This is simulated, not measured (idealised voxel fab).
The following is a process module called voxel local oxidation.
We display cut, a cross-section 285 nm in width whose square cells are each 5 nm.
A cross-section in this document is a grid of square cells, and it is written down as bands, the top band listed before the ones below it; a band is made up of one or more rows of cells.
Band: top and bottom heights (nm) first, top before bottom; then materials from left to right, widths in nm. "all across" marks a sole material filling the band edge to edge. "blank" denotes empty space.
For the purposes of this specification, 0 denotes the height below which the wafer in its as-received condition is composed wholly of one material, and the lowermost band, lacking a lower limit, extends downward without end, as expressed in "0 down".
Width: "30 to 40" (first number = top row, second number = bottom row, same change from row to row of cells).
"left unchanged" after a step means that no cell of the cross-section changed.
Entry "Trapped cavities" = empty spaces >= 8 cells with no open way to the top; each as width x height at distance, distance from left edge, all nm.
It should be noted that, on the line of a given step, the content following the step's settings is a remark produced by the simulator itself with respect to that step.
Steps that use a mask can have "overlay nm" on their line. It says how far the mask sat to the right of where it was meant to be. Negative means to the left.
# Steps planned for the process
1) RECEIVE: material Si
2) OXIDIZE: depth nm 5
3) CONFORMAL_DEP: material SiN, thk nm 15
4) DIRECTIONAL_DEP: material aC, thk nm 10
5) PATTERN: tone cover, mask id ACTIVE, material resist, width nm 105, pitch nm 125, thk nm 25, overlay nm 0
6) DIRECTIONAL_ETCH: etch materials aC, depth nm 10
7) STRIP: etch materials resist
8) DIRECTIONAL_ETCH: etch materials SiN, depth nm 15
9) STRIP: etch materials aC
10) SELECTIVE_ETCH: etch materials SiO2, depth nm 5
11) OXIDIZE: depth nm 15
12) STRIP: etch materials SiN
# The first wafer of two, processed as planned
# Cross-sectional view of the wafer in its as-received condition, corresponding to the state after step 1
0 down  Si all across
Trapped cavities: none
# Step 2 complete: cross-section through the wafer
0 to -5  SiO2 all across
Note: structure below -5 unchanged.
# Step 3 complete: cross-section through the wafer
15 to 0  SiN all across
Note: structure below 0 unchanged.
# Step 4 complete: cross-section through the wafer
25 to 15  aC all across
Note: structure below 15 unchanged.
# Step 5 complete: cross-section through the wafer
50 to 25  blank: 25, then resist: 105, then blank: 20, then resist: 105, then blank: 30
Note: structure below 25 unchanged.
# Step 6 complete: cross-section through the wafer
40 to 25  blank: 25, then resist: 105, then blank: 20, then resist: 105, then blank: 30
25 to 15  blank: 25, then aC: 105, then blank: 20, then aC: 105, then blank: 30
Note: structure below 15 unchanged.
# Step 7 complete: cross-section through the wafer
25 to 15  blank: 25, then aC: 105, then blank: 20, then aC: 105, then blank: 30
Note: structure below 15 unchanged.
# Step 8 complete: cross-section through the wafer
25 to 15  blank: 25, then aC: 105, then blank: 20, then aC: 105, then blank: 30
15 to 0  blank: 25, then SiN: 105, then blank: 20, then SiN: 105, then blank: 30
Note: structure below 0 unchanged.
# Step 9 complete: cross-section through the wafer
15 to 0  blank: 25, then SiN: 105, then blank: 20, then SiN: 105, then blank: 30
Note: structure below 0 unchanged.
# Step 10 complete: cross-section through the wafer
15 to 0  blank: 25, then SiN: 105, then blank: 20, then SiN: 105, then blank: 30
0 to -5  blank: 30, then SiO2: 95, then blank: 30, then SiO2: 95, then blank: 35
Note: structure below -5 unchanged.
# Step 11 complete: cross-section through the wafer
15 to 0  blank: 25, then SiN: 105, then blank: 20, then SiN: 105, then blank: 30
0 to -5  blank: 30, then SiO2: 95, then blank: 30, then SiO2: 95, then blank: 35
-5 to -20  SiO2: 45, then Si: 65, then SiO2: 60, then Si: 65, then SiO2: 50
Note: structure below -20 unchanged.
# Step 12 complete: cross-section through the wafer
0 to -5  blank: 30, then SiO2: 95, then blank: 30, then SiO2: 95, then blank: 35
Note: structure below -5 unchanged.
# The Second Wafer: Common Origin and Plan, One Mistake in Execution, Identical to the First Through Step 6
# The second wafer in cross-section, at the planned close of step 7
40 to 25  blank: 25, then resist: 105, then blank: 20, then resist: 105, then blank: 30
25 to 15  blank: 25, then aC: 105, then blank: 20, then aC: 105, then blank: 30
15 to 0  blank: 25, then SiN: 105, then blank: 20, then SiN: 105, then blank: 30
Note: structure below 0 unchanged.
# The second wafer in cross-section, at the planned close of step 8
25 to 15  blank: 25, then aC: 105, then blank: 20, then aC: 105, then blank: 30
Note: structure below 15 unchanged.
# The second wafer in cross-section, at the planned close of step 9
15 to 0  blank: 25, then SiN: 105, then blank: 20, then SiN: 105, then blank: 30
Note: structure below 0 unchanged.
# The second wafer in cross-section, at the planned close of step 10
15 to 0  blank: 25, then SiN: 105, then blank: 20, then SiN: 105, then blank: 30
0 to -5  blank: 30, then SiO2: 95, then blank: 30, then SiO2: 95, then blank: 35
Note: structure below -5 unchanged.
# The second wafer in cross-section, at the planned close of step 11
15 to 0  blank: 25, then SiN: 105, then blank: 20, then SiN: 105, then blank: 30
0 to -5  blank: 30, then SiO2: 95, then blank: 30, then SiO2: 95, then blank: 35
-5 to -20  SiO2: 45, then Si: 65, then SiO2: 60, then Si: 65, then SiO2: 50
Note: structure below -20 unchanged.
# The second wafer in cross-section, at the planned close of step 12
0 to -5  blank: 30, then SiO2: 95, then blank: 30, then SiO2: 95, then blank: 35
Note: structure below -5 unchanged.
Want to know what went wrong? steps 7 and 8 swapped
Given identical final cross-sections on the two wafers, the mistake has no effect on any quantity computed by this model.
